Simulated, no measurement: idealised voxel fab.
Title: Process Module voxel ribs on slabs
FYI the section here is cut, 265 nm wide, cells are 5 nm squares.
The cross-sections in this document take the form of a grid made of square cells. They are written out as bands, in order from top to bottom. Each band consists of one or more rows of cells.
Top, bottom (nm), then materials left to right with widths (nm); lone material tagged "edge to edge" fills the whole band edge to edge; "air" = empty space.
Counting heights begins at 0, where everything beneath is, in the wafer as received, one material. The lowest band has no bottom; it goes on downwards, as "0 down" shows.
A width given as "30 to 40" starts at the first number in the band's top row and ends at the second number in its bottom row, shifting by an equal amount at every step from row to row.
Reading "remains unaltered" for a step: not a cell of the cross-section changed in it.
Entry "Closed void register" = empty spaces >= 8 cells with no open way to the top; each as width x height at distance, distance from left edge, all nm.
Heads up: the bit after the settings on a step's line is the simulator's remark on that step.
overlay nm: mask offset rightward from planned place, masked step; negative means leftward offset.

**Here's what the planned process steps look like**
1,RECEIVE (material Si)
2,DIRECTIONAL_DEP (material SiO2; thk nm 30)
3,DIRECTIONAL_DEP (material SiN; thk nm 20)
4,PATTERN (tone cover; mask id RIB; material resist; width nm 30; thk nm 20; overlay nm 0)
5,DIRECTIONAL_ETCH (etch materials SiN; depth nm 15)
6,STRIP (etch materials resist)
7,MASKED_ETCH (tone cover; mask id SLAB; width nm 90; etch materials SiN; depth nm 5; overlay nm 0)
8,FILL_DEP (material SiO2; thk nm 25)
9,CMP (height nm 65)
10,DIRECTIONAL_DEP (material TiN; thk nm 10)
11,MASKED_ETCH (tone cover; mask id HEATER; width nm 40; etch materials TiN; depth nm 10; overlay nm 0)
12,CONFORMAL_DEP (material SiN; thk nm 5)

**Here's what the wafer looked like in cross-section when it arrived - that's after step 1**
	0 down  Si edge to edge
	Closed void register: none

**End state of the module in cross-section, given the above starting point and plan and one mistake in execution**
	75 to 65  air 110 nm  TiN 40 nm  air 115 nm
	65 to 50  SiO2 edge to edge
	50 to 35  SiO2 115 nm  SiN 30 nm  SiO2 120 nm
	35 to 30  SiO2 85 nm  SiN 90 nm  SiO2 90 nm
	30 to 0  SiO2 edge to edge
	0 down  Si edge to edge
	Closed void register: none
Here's what went sideways: with respect to the plan, step 12 was omitted and not executed
